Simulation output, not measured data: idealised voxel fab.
Herein follows the process module entitled voxel self aligned vias.
Cross-sectional view cut (width: 170 nm; square cell size: 5 nm).
Each cross-section below is a grid of square cells, stated as bands in top-down order, with one or more rows of cells making up each band. First you get the band's top height and its bottom height, in nm, and then the materials it's made of, left to right, with each width in nm. If you see a single material with "everywhere", that one covers the band edge to edge. "blank" is empty space. Heights from 0 (as-received wafer is one material below). Bottom band endless downward, as "from 0 down". When a width is written as two numbers, as in "30->40", the first number is the width in the top row of cells of the band and the second is the width in its bottom row, and the width changes by the same amount from each row to the next. For the purposes of this document, the phrase "nothing different" attached to a step denotes that no cell within the cross-section was modified by that step. In the "Closed voids list" entry, you get each enclosed empty space of 8 cells or more, one with no open way to the top, written width x height at distance, distance from the left edge, in nm. Post-settings text on a step line: simulator's own remark regarding the step. overlay nm: mask offset rightward from planned place, masked step; negative means leftward offset.
Steps planned for the process:
1) RECEIVE [material Si]
2) CONFORMAL_DEP [material SiO2] [thk nm 10]
3) CONFORMAL_DEP [material SiCN] [thk nm 5]
4) DIRECTIONAL_DEP [material SiO2] [thk nm 30]
5) DIRECTIONAL_DEP [material aC] [thk nm 10]
6) PATTERN [tone open] [mask id LINES] [material resist] [width nm 20] [pitch nm 45] [thk nm 25] [overlay nm 0]
7) DIRECTIONAL_ETCH [etch materials aC] [depth nm 10]
8) STRIP [etch materials resist]
9) DIRECTIONAL_ETCH [etch materials SiO2] [depth nm 30]
10) STRIP [etch materials aC]
11) CONFORMAL_DEP [material TiN] [thk nm 5]
12) FILL_DEP [material W] [thk nm 10]
13) CMP [height nm 45]
14) SELECTIVE_ETCH [etch materials W Ru TiN] [depth nm 10]
15) FILL_DEP [material SiN] [thk nm 10]
16) CMP [height nm 45]
17) DIRECTIONAL_DEP [material SiO2] [thk nm 15]
18) PATTERN [tone open] [mask id VIAS] [material resist] [width nm 30] [pitch nm 45] [thk nm 15] [overlay nm 0]
19) DIRECTIONAL_ETCH [etch materials SiO2] [depth nm 15]
20) DIRECTIONAL_ETCH [etch materials SiN] [depth nm 10]
21) STRIP [etch materials resist]
22) CONFORMAL_DEP [material TiN] [thk nm 5]
23) FILL_DEP [material W] [thk nm 5]
24) CMP [height nm 60]
25) CONFORMAL_DEP [material SiCN] [thk nm 5]
The first wafer of two, processed as planned:
Step 1 complete: cross-section of the wafer as received:
	from 0 down: Si everywhere
	Closed voids list: none
Cross-section of the wafer subsequent to step 2:
	from 10 to 0: SiO2 everywhere
	Under 0: no change, same as before.
Cross-section of the wafer subsequent to step 3:
	from 15 to 10: SiCN everywhere
	Under 10: no change, same as before.
Cross-section of the wafer subsequent to step 4:
	from 45 to 15: SiO2 everywhere
	Under 15: no change, same as before.
Cross-section of the wafer subsequent to step 5:
	from 55 to 45: aC everywhere
	Under 45: no change, same as before.
Cross-section of the wafer subsequent to step 6:
	from 80 to 55: resist 50 | blank 20 | resist 25 | blank 20 | resist 55
	Under 55: no change, same as before.
Cross-section of the wafer subsequent to step 7:
	from 70 to 55: resist 50 | blank 20 | resist 25 | blank 20 | resist 55
	from 55 to 45: aC 50 | blank 20 | aC 25 | blank 20 | aC 55
	Under 45: no change, same as before.
Cross-section of the wafer subsequent to step 8:
	from 55 to 45: aC 50 | blank 20 | aC 25 | blank 20 | aC 55
	Under 45: no change, same as before.
Cross-section of the wafer subsequent to step 9:
	from 55 to 45: aC 50 | blank 20 | aC 25 | blank 20 | aC 55
	from 45 to 15: SiO2 50 | blank 20 | SiO2 25 | blank 20 | SiO2 55
	Under 15: no change, same as before.
Cross-section of the wafer subsequent to step 10:
	from 45 to 15: SiO2 50 | blank 20 | SiO2 25 | blank 20 | SiO2 55
	Under 15: no change, same as before.
Cross-section of the wafer subsequent to step 11:
	from 50 to 45: TiN 55 | blank 10 | TiN 35 | blank 10 | TiN 60
	from 45 to 20: SiO2 50 | TiN 5 | blank 10 | TiN 5 | SiO2 25 | TiN 5 | blank 10 | TiN 5 | SiO2 55
	from 20 to 15: SiO2 50 | TiN 20 | SiO2 25 | TiN 20 | SiO2 55
	Under 15: no change, same as before.
Cross-section of the wafer subsequent to step 12:
	from 60 to 50: W everywhere
	from 50 to 45: TiN 55 | W 10 | TiN 35 | W 10 | TiN 60
	from 45 to 20: SiO2 50 | TiN 5 | W 10 | TiN 5 | SiO2 25 | TiN 5 | W 10 | TiN 5 | SiO2 55
	Under 20: no change, same as before.
Cross-section of the wafer subsequent to step 13:
	from 45 to 20: SiO2 50 | TiN 5 | W 10 | TiN 5 | SiO2 25 | TiN 5 | W 10 | TiN 5 | SiO2 55
	Under 20: no change, same as before.
Cross-section of the wafer subsequent to step 14:
	from 45 to 35: SiO2 50 | blank 20 | SiO2 25 | blank 20 | SiO2 55
	Under 35: no change, same as before.
Cross-section of the wafer subsequent to step 15:
	from 55 to 45: SiN everywhere
	from 45 to 35: SiO2 50 | SiN 20 | SiO2 25 | SiN 20 | SiO2 55
	Under 35: no change, same as before.
Cross-section of the wafer subsequent to step 16:
	from 45 to 35: SiO2 50 | SiN 20 | SiO2 25 | SiN 20 | SiO2 55
	Under 35: no change, same as before.
Cross-section of the wafer subsequent to step 17:
	from 60 to 45: SiO2 everywhere
	Under 45: no change, same as before.
Cross-section of the wafer subsequent to step 18:
	from 75 to 60: resist 45 | blank 30 | resist 15 | blank 30 | resist 50
	Under 60: no change, same as before.
Cross-section of the wafer subsequent to step 19:
	from 75 to 60: resist 45 | blank 30 | resist 15 | blank 30 | resist 50
	from 60 to 45: SiO2 45 | blank 30 | SiO2 15 | blank 30 | SiO2 50
	Under 45: no change, same as before.
Cross-section of the wafer subsequent to step 20:
	from 75 to 60: resist 45 | blank 30 | resist 15 | blank 30 | resist 50
	from 60 to 45: SiO2 45 | blank 30 | SiO2 15 | blank 30 | SiO2 50
	from 45 to 35: SiO2 50 | blank 20 | SiO2 25 | blank 20 | SiO2 55
	Under 35: no change, same as before.
Cross-section of the wafer subsequent to step 21:
	from 60 to 45: SiO2 45 | blank 30 | SiO2 15 | blank 30 | SiO2 50
	Under 45: no change, same as before.
Cross-section of the wafer subsequent to step 22:
	from 65 to 60: TiN 50 | blank 20 | TiN 25 | blank 20 | TiN 55
	from 60 to 50: SiO2 45 | TiN 5 | blank 20 | TiN 5 | SiO2 15 | TiN 5 | blank 20 | TiN 5 | SiO2 50
	from 50 to 40: SiO2 45->50 | TiN 10->5 | blank 10 | TiN 10->5 | SiO2 15->25 | TiN 10->5 | blank 10 | TiN 10->5 | SiO2 50->55
	from 40 to 35: SiO2 50 | TiN 20 | SiO2 25 | TiN 20 | SiO2 55
	Under 35: no change, same as before.
Cross-section of the wafer subsequent to step 23:
	from 70 to 65: W everywhere
	from 65 to 60: TiN 50 | W 20 | TiN 25 | W 20 | TiN 55
	from 60 to 50: SiO2 45 | TiN 5 | W 20 | TiN 5 | SiO2 15 | TiN 5 | W 20 | TiN 5 | SiO2 50
	from 50 to 40: SiO2 45->50 | TiN 10->5 | W 10 | TiN 10->5 | SiO2 15->25 | TiN 10->5 | W 10 | TiN 10->5 | SiO2 50->55
	Under 40: no change, same as before.
Cross-section of the wafer subsequent to step 24:
	from 60 to 50: SiO2 45 | TiN 5 | W 20 | TiN 5 | SiO2 15 | TiN 5 | W 20 | TiN 5 | SiO2 50
	Under 50: no change, same as before.
Cross-section of the wafer subsequent to step 25:
	from 65 to 60: SiCN everywhere
	Under 60: no change, same as before.
The remaining wafer, second of the two, started like the first and was run to the same plan, except that one mistake was made along the way; the two coincide through step 1, inclusive:
Second wafer at the planned finish of step 2, seen in cross-section:
	from 5 to 0: SiCN everywhere
	Under 0: no change, same as before.
Second wafer at the planned finish of step 3, seen in cross-section:
	from 15 to 5: SiO2 everywhere
	Under 5: no change, same as before.
Second wafer at the planned finish of step 4, seen in cross-section:
	from 45 to 5: SiO2 everywhere
	Under 5: no change, same as before.
Second wafer at the planned finish of step 5, seen in cross-section:
	from 55 to 45: aC everywhere
	Under 45: no change, same as before.
Second wafer at the planned finish of step 6, seen in cross-section:
	from 80 to 55: resist 50 | blank 20 | resist 25 | blank 20 | resist 55
	Under 55: no change, same as before.
Second wafer at the planned finish of step 7, seen in cross-section:
	from 70 to 55: resist 50 | blank 20 | resist 25 | blank 20 | resist 55
	from 55 to 45: aC 50 | blank 20 | aC 25 | blank 20 | aC 55
	Under 45: no change, same as before.
Second wafer at the planned finish of step 8, seen in cross-section:
	from 55 to 45: aC 50 | blank 20 | aC 25 | blank 20 | aC 55
	Under 45: no change, same as before.
Second wafer at the planned finish of step 9, seen in cross-section:
	from 55 to 45: aC 50 | blank 20 | aC 25 | blank 20 | aC 55
	from 45 to 15: SiO2 50 | blank 20 | SiO2 25 | blank 20 | SiO2 55
	Under 15: no change, same as before.
Second wafer at the planned finish of step 10, seen in cross-section:
	from 45 to 15: SiO2 50 | blank 20 | SiO2 25 | blank 20 | SiO2 55
	Under 15: no change, same as before.
Second wafer at the planned finish of step 11, seen in cross-section:
	from 50 to 45: TiN 55 | blank 10 | TiN 35 | blank 10 | TiN 60
	from 45 to 20: SiO2 50 | TiN 5 | blank 10 | TiN 5 | SiO2 25 | TiN 5 | blank 10 | TiN 5 | SiO2 55
	from 20 to 15: SiO2 50 | TiN 20 | SiO2 25 | TiN 20 | SiO2 55
	Under 15: no change, same as before.
Second wafer at the planned finish of step 12, seen in cross-section:
	from 60 to 50: W everywhere
	from 50 to 45: TiN 55 | W 10 | TiN 35 | W 10 | TiN 60
	from 45 to 20: SiO2 50 | TiN 5 | W 10 | TiN 5 | SiO2 25 | TiN 5 | W 10 | TiN 5 | SiO2 55
	Under 20: no change, same as before.
Second wafer at the planned finish of step 13, seen in cross-section:
	from 45 to 20: SiO2 50 | TiN 5 | W 10 | TiN 5 | SiO2 25 | TiN 5 | W 10 | TiN 5 | SiO2 55
	Under 20: no change, same as before.
Second wafer at the planned finish of step 14, seen in cross-section:
	from 45 to 35: SiO2 50 | blank 20 | SiO2 25 | blank 20 | SiO2 55
	Under 35: no change, same as before.
Second wafer at the planned finish of step 15, seen in cross-section:
	from 55 to 45: SiN everywhere
	from 45 to 35: SiO2 50 | SiN 20 | SiO2 25 | SiN 20 | SiO2 55
	Under 35: no change, same as before.
Second wafer at the planned finish of step 16, seen in cross-section:
	from 45 to 35: SiO2 50 | SiN 20 | SiO2 25 | SiN 20 | SiO2 55
	Under 35: no change, same as before.
Second wafer at the planned finish of step 17, seen in cross-section:
	from 60 to 45: SiO2 everywhere
	Under 45: no change, same as before.
Second wafer at the planned finish of step 18, seen in cross-section:
	from 75 to 60: resist 45 | blank 30 | resist 15 | blank 30 | resist 50
	Under 60: no change, same as before.
Second wafer at the planned finish of step 19, seen in cross-section:
	from 75 to 60: resist 45 | blank 30 | resist 15 | blank 30 | resist 50
	from 60 to 45: SiO2 45 | blank 30 | SiO2 15 | blank 30 | SiO2 50
	Under 45: no change, same as before.
Second wafer at the planned finish of step 20, seen in cross-section:
	from 75 to 60: resist 45 | blank 30 | resist 15 | blank 30 | resist 50
	from 60 to 45: SiO2 45 | blank 30 | SiO2 15 | blank 30 | SiO2 50
	from 45 to 35: SiO2 50 | blank 20 | SiO2 25 | blank 20 | SiO2 55
	Under 35: no change, same as before.
Second wafer at the planned finish of step 21, seen in cross-section:
	from 60 to 45: SiO2 45 | blank 30 | SiO2 15 | blank 30 | SiO2 50
	Under 45: no change, same as before.
Second wafer at the planned finish of step 22, seen in cross-section:
	from 65 to 60: TiN 50 | blank 20 | TiN 25 | blank 20 | TiN 55
	from 60 to 50: SiO2 45 | TiN 5 | blank 20 | TiN 5 | SiO2 15 | TiN 5 | blank 20 | TiN 5 | SiO2 50
	from 50 to 40: SiO2 45->50 | TiN 10->5 | blank 10 | TiN 10->5 | SiO2 15->25 | TiN 10->5 | blank 10 | TiN 10->5 | SiO2 50->55
	from 40 to 35: SiO2 50 | TiN 20 | SiO2 25 | TiN 20 | SiO2 55
	Under 35: no change, same as before.
Second wafer at the planned finish of step 23, seen in cross-section:
	from 70 to 65: W everywhere
	from 65 to 60: TiN 50 | W 20 | TiN 25 | W 20 | TiN 55
	from 60 to 50: SiO2 45 | TiN 5 | W 20 | TiN 5 | SiO2 15 | TiN 5 | W 20 | TiN 5 | SiO2 50
	from 50 to 40: SiO2 45->50 | TiN 10->5 | W 10 | TiN 10->5 | SiO2 15->25 | TiN 10->5 | W 10 | TiN 10->5 | SiO2 50->55
	Under 40: no change, same as before.
Second wafer at the planned finish of step 24, seen in cross-section:
	from 60 to 50: SiO2 45 | TiN 5 | W 20 | TiN 5 | SiO2 15 | TiN 5 | W 20 | TiN 5 | SiO2 50
	Under 50: no change, same as before.
Second wafer at the planned finish of step 25, seen in cross-section:
	from 65 to 60: SiCN everywhere
	Under 60: no change, same as before.
It is concluded that the wafer was processed incorrectly with respect to the plan, in that deviation from plan: step 3 and step 2 executed in one another's positions
The concluding comparison shows that, measured in cells, each material is equally abundant on both wafers, albeit at different positions.
